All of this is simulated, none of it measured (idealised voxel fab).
process module | voxel double patterning
cross-section cut | 200 nm wide | cells 5 nm
A cross-section is a grid of square cells, given in bands from the top down. A band is one or more rows of cells.
Each band's line starts with the height of the band's top and of its bottom, in nm. Then come its materials from left to right, each with its width in nm. One material with "throughout" fills the band from edge to edge. "air" is empty space.
Height 0 is the level under which the wafer as received is all one material. The lowest band goes on downwards, as in "0 down".
A width such as "30 to 40" changes by the same amount from each row of cells to the next, from the band's top row to its bottom row.
"no change" after a step means that no cell of the cross-section changed.
closed voids: empty space of 8 cells or more with no open way to the top, each as width x height at its distance from the left edge, in nm
after a step's settings: what the simulator itself notes on the step
overlay nm, on a step with a mask: how far to the right of its planned place the mask lay; to the left if negative
plan
1 op RECEIVE | material Si
2 op CONFORMAL_DEP | material SiO2 | thk nm 5
3 op DIRECTIONAL_DEP | material W | thk nm 10
4 op DIRECTIONAL_DEP | material SiCN | thk nm 10
5 op DIRECTIONAL_DEP | material aC | thk nm 15
6 op PATTERN | tone open | mask id FIRST | material resist | width nm 15 | pitch nm 50 | thk nm 30 | overlay nm 0
7 op DIRECTIONAL_ETCH | etch materials aC | depth nm 15
8 op STRIP | etch materials resist
9 op DIRECTIONAL_ETCH | etch materials SiCN | depth nm 10
10 op STRIP | etch materials aC
11 op PATTERN | tone open | mask id SECOND | material resist | width nm 15 | thk nm 15 | overlay nm 0
12 op DIRECTIONAL_ETCH | etch materials SiCN | depth nm 10
13 op STRIP | etch materials resist
14 op DIRECTIONAL_ETCH | etch materials W | depth nm 10
15 op STRIP | etch materials SiCN
varied across the wafers: width nm of step 6. The plan shows the first wafer's value. All wafers start alike
first wafer as received, after step 1
  0 down: Si throughout
  closed voids: none
each wafer at the end: cells of each material gained (+) or lost (-) since it was received, then its closed voids
width nm 15 | +40 SiO2 | +62 W | closed voids: none
width nm 20 | +40 SiO2 | +58 W | closed voids: none
width nm 25 | +40 SiO2 | +54 W | closed voids: none
width nm 30 | +40 SiO2 | +50 W | closed voids: none
